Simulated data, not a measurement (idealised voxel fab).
Documented hereafter: the process module known as voxel self aligned contacts.
FYI the section here is cut, 230 nm wide, cells are 5 nm squares.
We lay out every cross-section as a grid of square cells and spell it out in bands from the top down, where one band means one or more rows of cells.
First you get the band's top height and its bottom height, in nm, and then the materials it's made of, left to right, with each width in nm. If you see a single material with "all across", that one covers the band edge to edge. "empty" is empty space.
Height is counted from the level 0, under which the received wafer is composed throughout of one material. The lowest of the bands is not closed at the bottom but continues downward, in the notation "0 -> down".
Width: "30..40" (first number = top row, second number = bottom row, same change from row to row of cells).
Reading "nothing got changed" for a step: not a cell of the cross-section changed in it.
Closed empty spaces (no open way to the top) of 8 cells or more are what "Trapped cavities" lists, each as width x height at distance from the left edge, nm for all three.
Past the settings on a step's line: simulator remark, on that step.
"overlay nm", when on a step's line for a step with a mask, measures how far to the right of its planned place the mask lay; a negative measure means to the left.
## plan
1 op RECEIVE | material Si
2 op OXIDIZE | depth nm 5
3 op DIRECTIONAL_DEP | material polySi | thk nm 30
4 op DIRECTIONAL_DEP | material SiN | thk nm 20
5 op DIRECTIONAL_DEP | material aC | thk nm 10
6 op PATTERN | tone cover | mask id GATE | material resist | width nm 30 | pitch nm 60 | thk nm 25 | overlay nm 0
7 op DIRECTIONAL_ETCH | etch materials aC | depth nm 10
8 op STRIP | etch materials resist
9 op DIRECTIONAL_ETCH | etch materials SiN | depth nm 20
10 op DIRECTIONAL_ETCH | etch materials polySi | depth nm 30
11 op STRIP | etch materials aC
12 op CONFORMAL_DEP | material SiN | thk nm 5
13 op DIRECTIONAL_ETCH | etch materials SiN | depth nm 5
14 op FILL_DEP | material SiO2 | thk nm 15
15 op CMP | height nm 60
16 op MASKED_ETCH | tone open | mask id CONTACT | width nm 40 | pitch nm 60 | etch materials SiO2 | depth nm 65 | overlay nm 0
17 op CONFORMAL_DEP | material TiN | thk nm 5
18 op FILL_DEP | material W | thk nm 10
19 op CMP | height nm 60
20 op CONFORMAL_DEP | material SiN | thk nm 5
## First of two wafers, processed according to plan
## Shown in cross-section is the wafer as received, that is, as it stands after step 1
- 0 -> down = Si all across
- Trapped cavities: none
## Wafer xsec, post step 2
- 0 -> -5 = SiO2 all across
- Below a height of -5, the structure has not been altered.
## Wafer xsec, post step 3
- 30 -> 0 = polySi all across
- Below a height of 0, the structure has not been altered.
## Wafer xsec, post step 4
- 50 -> 30 = SiN all across
- Below a height of 30, the structure has not been altered.
## Wafer xsec, post step 5
- 60 -> 50 = aC all across
- Below a height of 50, the structure has not been altered.
## Wafer xsec, post step 6
- 85 -> 60 = empty (40) | resist (30) | empty (30) | resist (30) | empty (30) | resist (30) | empty (40)
- Below a height of 60, the structure has not been altered.
## Wafer xsec, post step 7
- 75 -> 60 = empty (40) | resist (30) | empty (30) | resist (30) | empty (30) | resist (30) | empty (40)
- 60 -> 50 = empty (40) | aC (30) | empty (30) | aC (30) | empty (30) | aC (30) | empty (40)
- Below a height of 50, the structure has not been altered.
## Wafer xsec, post step 8
- 60 -> 50 = empty (40) | aC (30) | empty (30) | aC (30) | empty (30) | aC (30) | empty (40)
- Below a height of 50, the structure has not been altered.
## Wafer xsec, post step 9
- 60 -> 50 = empty (40) | aC (30) | empty (30) | aC (30) | empty (30) | aC (30) | empty (40)
- 50 -> 30 = empty (40) | SiN (30) | empty (30) | SiN (30) | empty (30) | SiN (30) | empty (40)
- Below a height of 30, the structure has not been altered.
## Wafer xsec, post step 10
- 60 -> 50 = empty (40) | aC (30) | empty (30) | aC (30) | empty (30) | aC (30) | empty (40)
- 50 -> 30 = empty (40) | SiN (30) | empty (30) | SiN (30) | empty (30) | SiN (30) | empty (40)
- 30 -> 0 = empty (40) | polySi (30) | empty (30) | polySi (30) | empty (30) | polySi (30) | empty (40)
- Below a height of 0, the structure has not been altered.
## Wafer xsec, post step 11
- 50 -> 30 = empty (40) | SiN (30) | empty (30) | SiN (30) | empty (30) | SiN (30) | empty (40)
- Below a height of 30, the structure has not been altered.
## Wafer xsec, post step 12
- 55 -> 30 = empty (35) | SiN (40) | empty (20) | SiN (40) | empty (20) | SiN (40) | empty (35)
- 30 -> 5 = empty (35) | SiN (5) | polySi (30) | SiN (5) | empty (20) | SiN (5) | polySi (30) | SiN (5) | empty (20) | SiN (5) | polySi (30) | SiN (5) | empty (35)
- 5 -> 0 = SiN (40) | polySi (30) | SiN (30) | polySi (30) | SiN (30) | polySi (30) | SiN (40)
- Below a height of 0, the structure has not been altered.
## Wafer xsec, post step 13
- 50 -> 30 = empty (35) | SiN (40) | empty (20) | SiN (40) | empty (20) | SiN (40) | empty (35)
- 30 -> 0 = empty (35) | SiN (5) | polySi (30) | SiN (5) | empty (20) | SiN (5) | polySi (30) | SiN (5) | empty (20) | SiN (5) | polySi (30) | SiN (5) | empty (35)
- Below a height of 0, the structure has not been altered.
## Wafer xsec, post step 14
- 65 -> 50 = SiO2 all across
- 50 -> 30 = SiO2 (35) | SiN (40) | SiO2 (20) | SiN (40) | SiO2 (20) | SiN (40) | SiO2 (35)
- 30 -> 0 = SiO2 (35) | SiN (5) | polySi (30) | SiN (5) | SiO2 (20) | SiN (5) | polySi (30) | SiN (5) | SiO2 (20) | SiN (5) | polySi (30) | SiN (5) | SiO2 (35)
- Below a height of 0, the structure has not been altered.
## Wafer xsec, post step 15
- 60 -> 50 = SiO2 all across
- Below a height of 50, the structure has not been altered.
## Wafer xsec, post step 16
- 60 -> 50 = SiO2 (65) | empty (40) | SiO2 (20) | empty (40) | SiO2 (65)
- 50 -> 30 = SiO2 (35) | SiN (40) | empty (20) | SiN (40) | empty (20) | SiN (40) | SiO2 (35)
- 30 -> 0 = SiO2 (35) | SiN (5) | polySi (30) | SiN (5) | empty (20) | SiN (5) | polySi (30) | SiN (5) | empty (20) | SiN (5) | polySi (30) | SiN (5) | SiO2 (35)
- 0 -> -5 = SiO2 (75) | empty (20) | SiO2 (40) | empty (20) | SiO2 (75)
- Below a height of -5, the structure has not been altered.
## Wafer xsec, post step 17
- 65 -> 60 = TiN (70) | empty (30) | TiN (30) | empty (30) | TiN (70)
- 60 -> 50 = SiO2 (65) | TiN (5..15) | empty (30..10) | TiN (5..15) | SiO2 (20) | TiN (5..15) | empty (30..10) | TiN (5..15) | SiO2 (65)
- 50 -> 30 = SiO2 (35) | SiN (40) | TiN (5) | empty (10) | TiN (5) | SiN (40) | TiN (5) | empty (10) | TiN (5) | SiN (40) | SiO2 (35)
- 30 -> 0 = SiO2 (35) | SiN (5) | polySi (30) | SiN (5) | TiN (5) | empty (10) | TiN (5) | SiN (5) | polySi (30) | SiN (5) | TiN (5) | empty (10) | TiN (5) | SiN (5) | polySi (30) | SiN (5) | SiO2 (35)
- 0 -> -5 = SiO2 (75) | TiN (20) | SiO2 (40) | TiN (20) | SiO2 (75)
- Below a height of -5, the structure has not been altered.
## Wafer xsec, post step 18
- 75 -> 65 = W all across
- 65 -> 60 = TiN (70) | W (30) | TiN (30) | W (30) | TiN (70)
- 60 -> 50 = SiO2 (65) | TiN (5..15) | W (30..10) | TiN (5..15) | SiO2 (20) | TiN (5..15) | W (30..10) | TiN (5..15) | SiO2 (65)
- 50 -> 30 = SiO2 (35) | SiN (40) | TiN (5) | W (10) | TiN (5) | SiN (40) | TiN (5) | W (10) | TiN (5) | SiN (40) | SiO2 (35)
- 30 -> 0 = SiO2 (35) | SiN (5) | polySi (30) | SiN (5) | TiN (5) | W (10) | TiN (5) | SiN (5) | polySi (30) | SiN (5) | TiN (5) | W (10) | TiN (5) | SiN (5) | polySi (30) | SiN (5) | SiO2 (35)
- Below a height of 0, the structure has not been altered.
## Wafer xsec, post step 19
- 60 -> 50 = SiO2 (65) | TiN (5..15) | W (30..10) | TiN (5..15) | SiO2 (20) | TiN (5..15) | W (30..10) | TiN (5..15) | SiO2 (65)
- Below a height of 50, the structure has not been altered.
## Wafer xsec, post step 20
- 65 -> 60 = SiN all across
- Below a height of 60, the structure has not been altered.
## Wafer two of two - same starting point, same process plan, one mistake in execution; matches wafer one up to and including step 15
## Second wafer, section view, time point: scheduled end of step 16
- 60 -> 50 = SiO2 (70) | empty (35) | SiO2 (25) | empty (35) | SiO2 (65)
- 50 -> 30 = SiO2 (35) | SiN (40) | empty (20) | SiN (40) | empty (20) | SiN (40) | SiO2 (35)
- 30 -> 0 = SiO2 (35) | SiN (5) | polySi (30) | SiN (5) | empty (20) | SiN (5) | polySi (30) | SiN (5) | empty (20) | SiN (5) | polySi (30) | SiN (5) | SiO2 (35)
- 0 -> -5 = SiO2 (75) | empty (20) | SiO2 (40) | empty (20) | SiO2 (75)
- Below a height of -5, the structure has not been altered.
## Second wafer, section view, time point: scheduled end of step 17
- 65 -> 60 = TiN (75) | empty (25) | TiN (35) | empty (25) | TiN (70)
- 60 -> 50 = SiO2 (70) | TiN (5..10) | empty (25..10) | TiN (5..15) | SiO2 (25) | TiN (5..10) | empty (25..10) | TiN (5..15) | SiO2 (65)
- 50 -> 30 = SiO2 (35) | SiN (40) | TiN (5) | empty (10) | TiN (5) | SiN (40) | TiN (5) | empty (10) | TiN (5) | SiN (40) | SiO2 (35)
- 30 -> 0 = SiO2 (35) | SiN (5) | polySi (30) | SiN (5) | TiN (5) | empty (10) | TiN (5) | SiN (5) | polySi (30) | SiN (5) | TiN (5) | empty (10) | TiN (5) | SiN (5) | polySi (30) | SiN (5) | SiO2 (35)
- 0 -> -5 = SiO2 (75) | TiN (20) | SiO2 (40) | TiN (20) | SiO2 (75)
- Below a height of -5, the structure has not been altered.
## Second wafer, section view, time point: scheduled end of step 18
- 75 -> 65 = W all across
- 65 -> 60 = TiN (75) | W (25) | TiN (35) | W (25) | TiN (70)
- 60 -> 50 = SiO2 (70) | TiN (5..10) | W (25..10) | TiN (5..15) | SiO2 (25) | TiN (5..10) | W (25..10) | TiN (5..15) | SiO2 (65)
- 50 -> 30 = SiO2 (35) | SiN (40) | TiN (5) | W (10) | TiN (5) | SiN (40) | TiN (5) | W (10) | TiN (5) | SiN (40) | SiO2 (35)
- 30 -> 0 = SiO2 (35) | SiN (5) | polySi (30) | SiN (5) | TiN (5) | W (10) | TiN (5) | SiN (5) | polySi (30) | SiN (5) | TiN (5) | W (10) | TiN (5) | SiN (5) | polySi (30) | SiN (5) | SiO2 (35)
- Below a height of 0, the structure has not been altered.
## Second wafer, section view, time point: scheduled end of step 19
- 60 -> 50 = SiO2 (70) | TiN (5..10) | W (25..10) | TiN (5..15) | SiO2 (25) | TiN (5..10) | W (25..10) | TiN (5..15) | SiO2 (65)
- Below a height of 50, the structure has not been altered.
## Second wafer, section view, time point: scheduled end of step 20
- 65 -> 60 = SiN all across
- Below a height of 60, the structure has not been altered.
Here's what went sideways: step 16 was run on a setting that differed from the plan, and what really ran there is op MASKED_ETCH | tone open | mask id CONTACT | width nm 35 | pitch nm 60 | etch materials SiO2 | depth nm 65 | overlay nm 0
It is noted that, at the conclusion of processing, the second wafer exhibits a higher or lower cell count for certain materials relative to the first: SiO2: 4 more | TiN: 2 fewer | W: 2 fewer
